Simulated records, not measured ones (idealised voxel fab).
Process module in this document: voxel spacer lines
Cross-sectional view cut (width: 190 nm; square cell size: 5 nm).
How to read a cross-section here: the picture is a grid of square cells, written as bands going from the top down, and any band can span one or more rows of cells. This entry defines a band. It first specifies the height of the band's top and the height of its bottom in nm, and then specifies the band's materials from left to right, stating each material with its width in nm. The word "edge to edge" identifies a single material that fills the band from edge to edge, while the word "blank" identifies empty space. Height datum 0, below which the as-received substrate wafer is one material. Lowest band open at the bottom, running downward: "0 and below". You'd read "30->40" like this: the band's top row of cells is as wide as the first number, its bottom row is as wide as the second, and going down, every row changes width by the same amount as the row before did. "no modifications" -> step changed no cross-section cell. This entry, "Closed voids list", enumerates those empty regions of no fewer than 8 cells that possess no open connection to the top. Each region is reported in the form width x height at distance, the distance being taken from the left edge, with all three quantities expressed in nm. Where a step's line continues beyond its settings, the continuation is a remark by the simulator itself on that step. overlay nm: on a step with a mask, how far right of its planned place the mask lay; negative means left.
## So here's the lineup of process steps we planned
- 1: RECEIVE, material Si
- 2: CONFORMAL_DEP, material Al2O3, thk nm 5
- 3: DIRECTIONAL_DEP, material TiN, thk nm 15
- 4: DIRECTIONAL_DEP, material aC, thk nm 20
- 5: PATTERN, tone cover, mask id MANDREL, material resist, width nm 15, pitch nm 50, thk nm 30, overlay nm 0
- 6: DIRECTIONAL_ETCH, etch materials aC, depth nm 20
- 7: STRIP, etch materials resist
- 8: CONFORMAL_DEP, material SiN, thk nm 10
- 9: DIRECTIONAL_ETCH, etch materials SiN, depth nm 10
- 10: STRIP, etch materials aC
- 11: DIRECTIONAL_ETCH, etch materials TiN, depth nm 15
- 12: STRIP, etch materials SiN
## Concerning the first of two wafers, which was run in accordance with the plan
## As-received wafer cross-section (after step 1)
* 0 and below  Si edge to edge
* Closed voids list: none
## How the wafer stands in section after step 2
* 5 down to 0  Al2O3 edge to edge
* Anything lower than 0 is untouched.
## How the wafer stands in section after step 3
* 20 down to 5  TiN edge to edge
* Anything lower than 5 is untouched.
## How the wafer stands in section after step 4
* 40 down to 20  aC edge to edge
* Anything lower than 20 is untouched.
## How the wafer stands in section after step 5
* 70 down to 40  blank: 60, resist: 15, blank: 35, resist: 15, blank: 65
* Anything lower than 40 is untouched.
## How the wafer stands in section after step 6
* 50 down to 40  blank: 60, resist: 15, blank: 35, resist: 15, blank: 65
* 40 down to 20  blank: 60, aC: 15, blank: 35, aC: 15, blank: 65
* Anything lower than 20 is untouched.
## How the wafer stands in section after step 7
* 40 down to 20  blank: 60, aC: 15, blank: 35, aC: 15, blank: 65
* Anything lower than 20 is untouched.
## How the wafer stands in section after step 8
* 50 down to 40  blank: 50, SiN: 35, blank: 15, SiN: 35, blank: 55
* 40 down to 30  blank: 50, SiN: 10, aC: 15, SiN: 10, blank: 15, SiN: 10, aC: 15, SiN: 10, blank: 55
* 30 down to 20  SiN: 60, aC: 15, SiN: 35, aC: 15, SiN: 65
* Anything lower than 20 is untouched.
## How the wafer stands in section after step 9
* 40 down to 20  blank: 50, SiN: 10, aC: 15, SiN: 10, blank: 15, SiN: 10, aC: 15, SiN: 10, blank: 55
* Anything lower than 20 is untouched.
## How the wafer stands in section after step 10
* 40 down to 20  blank: 50, SiN: 10, blank: 15, SiN: 10, blank: 15, SiN: 10, blank: 15, SiN: 10, blank: 55
* Anything lower than 20 is untouched.
## How the wafer stands in section after step 11
* 40 down to 20  blank: 50, SiN: 10, blank: 15, SiN: 10, blank: 15, SiN: 10, blank: 15, SiN: 10, blank: 55
* 20 down to 5  blank: 50, TiN: 10, blank: 15, TiN: 10, blank: 15, TiN: 10, blank: 15, TiN: 10, blank: 55
* Anything lower than 5 is untouched.
## How the wafer stands in section after step 12
* 20 down to 5  blank: 50, TiN: 10, blank: 15, TiN: 10, blank: 15, TiN: 10, blank: 15, TiN: 10, blank: 55
* Anything lower than 5 is untouched.
## Wafer two of two - same starting point, same process plan, one mistake in execution; matches wafer one up to and including step 2
## Cross-section: second wafer, time at which step 3 was scheduled to end
* 35 down to 5  TiN edge to edge
* Anything lower than 5 is untouched.
## Cross-section: second wafer, time at which step 4 was scheduled to end
* 55 down to 35  aC edge to edge
* Anything lower than 35 is untouched.
## Cross-section: second wafer, time at which step 5 was scheduled to end
* 85 down to 55  blank: 60, resist: 15, blank: 35, resist: 15, blank: 65
* Anything lower than 55 is untouched.
## Cross-section: second wafer, time at which step 6 was scheduled to end
* 65 down to 55  blank: 60, resist: 15, blank: 35, resist: 15, blank: 65
* 55 down to 35  blank: 60, aC: 15, blank: 35, aC: 15, blank: 65
* Anything lower than 35 is untouched.
## Cross-section: second wafer, time at which step 7 was scheduled to end
* 55 down to 35  blank: 60, aC: 15, blank: 35, aC: 15, blank: 65
* Anything lower than 35 is untouched.
## Cross-section: second wafer, time at which step 8 was scheduled to end
* 65 down to 55  blank: 50, SiN: 35, blank: 15, SiN: 35, blank: 55
* 55 down to 45  blank: 50, SiN: 10, aC: 15, SiN: 10, blank: 15, SiN: 10, aC: 15, SiN: 10, blank: 55
* 45 down to 35  SiN: 60, aC: 15, SiN: 35, aC: 15, SiN: 65
* Anything lower than 35 is untouched.
## Cross-section: second wafer, time at which step 9 was scheduled to end
* 55 down to 35  blank: 50, SiN: 10, aC: 15, SiN: 10, blank: 15, SiN: 10, aC: 15, SiN: 10, blank: 55
* Anything lower than 35 is untouched.
## Cross-section: second wafer, time at which step 10 was scheduled to end
* 55 down to 35  blank: 50, SiN: 10, blank: 15, SiN: 10, blank: 15, SiN: 10, blank: 15, SiN: 10, blank: 55
* Anything lower than 35 is untouched.
## Cross-section: second wafer, time at which step 11 was scheduled to end
* 55 down to 35  blank: 50, SiN: 10, blank: 15, SiN: 10, blank: 15, SiN: 10, blank: 15, SiN: 10, blank: 55
* 35 down to 20  blank: 50, TiN: 10, blank: 15, TiN: 10, blank: 15, TiN: 10, blank: 15, TiN: 10, blank: 55
* Anything lower than 20 is untouched.
## Cross-section: second wafer, time at which step 12 was scheduled to end
* 35 down to 20  blank: 50, TiN: 10, blank: 15, TiN: 10, blank: 15, TiN: 10, blank: 15, TiN: 10, blank: 55
* Anything lower than 20 is untouched.
What was the processing mistake? the plan had its step 3 run twice
at the end the second wafer has, in cells: TiN +114
